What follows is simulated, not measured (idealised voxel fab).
voxel lift off: a process module
The figure presents cross-section cut, which has a width of 190 nm and is divided into square cells with an edge length of 5 nm.
In what follows, cross-sections appear as grids of square cells, described through bands that run from the top down, where every band is one or more rows of cells. In this notation a band is specified by the heights of its top and bottom, in that order and in nm, after which its materials appear from left to right, each paired with its width in nm. The word "throughout" attached to a single material means that material fills the band from edge to edge; the word "blank" stands for empty space. Height is counted from the level 0, under which the received wafer is composed throughout of one material. The lowest of the bands is not closed at the bottom but continues downward, in the notation "from 0 down". Top row gets the first number, bottom row gets the second, and each row in between changes by the same step: that is how a band width like "30..40" works. The designation "left unchanged", where it is given for a processing step, indicates that no cell of the cross-section was altered in the course of that step. Voids not open to the top, 8 cells minimum: see "Closed void catalog". Written width x height at distance; distance is from the left edge; nm. Formally, on a step line, whatever follows the settings is a remark that the simulator itself makes on the step. overlay nm, on a step with a mask: how far to the right of its planned place the mask lay; to the left if negative.
### Process steps - plan
1: op RECEIVE | material Si
2: op CONFORMAL_DEP | material Al2O3 | thk nm 5
3: op PATTERN | tone open | mask id LINES | material resist | width nm 30 | pitch nm 60 | thk nm 20 | overlay nm 0
4: op DIRECTIONAL_DEP | material Ru | thk nm 5
5: op STRIP | etch materials resist
6: op CONFORMAL_DEP | material SiCN | thk nm 10
### Cross-section of the incoming wafer, state after step 1
* from 0 down = Si throughout
* Closed void catalog: none
### Cross-section taken at module completion on the first of two wafers; processed per the plan
* from 20 to 15 = blank 40, then SiCN 50, then blank 10, then SiCN 50, then blank 40
* from 15 to 10 = SiCN throughout
* from 10 to 5 = SiCN 50, then Ru 30, then SiCN 30, then Ru 30, then SiCN 50
* from 5 to 0 = Al2O3 throughout
* from 0 down = Si throughout
* Closed void catalog: none
### Module end: cross-section of wafer two of two. Same start and process plan as the first wafer. One mistake during execution
* from 10 to 5 = blank 50, then Ru 30, then blank 30, then Ru 30, then blank 50
* from 5 to 0 = Al2O3 throughout
* from 0 down = Si throughout
* Closed void catalog: none
Nonconformance to the process plan: yeah, step 6 of the plan got skipped, never ran
Looking at both finished wafers in cells, the second ends up ahead of or behind the first on some materials: -84 SiCN
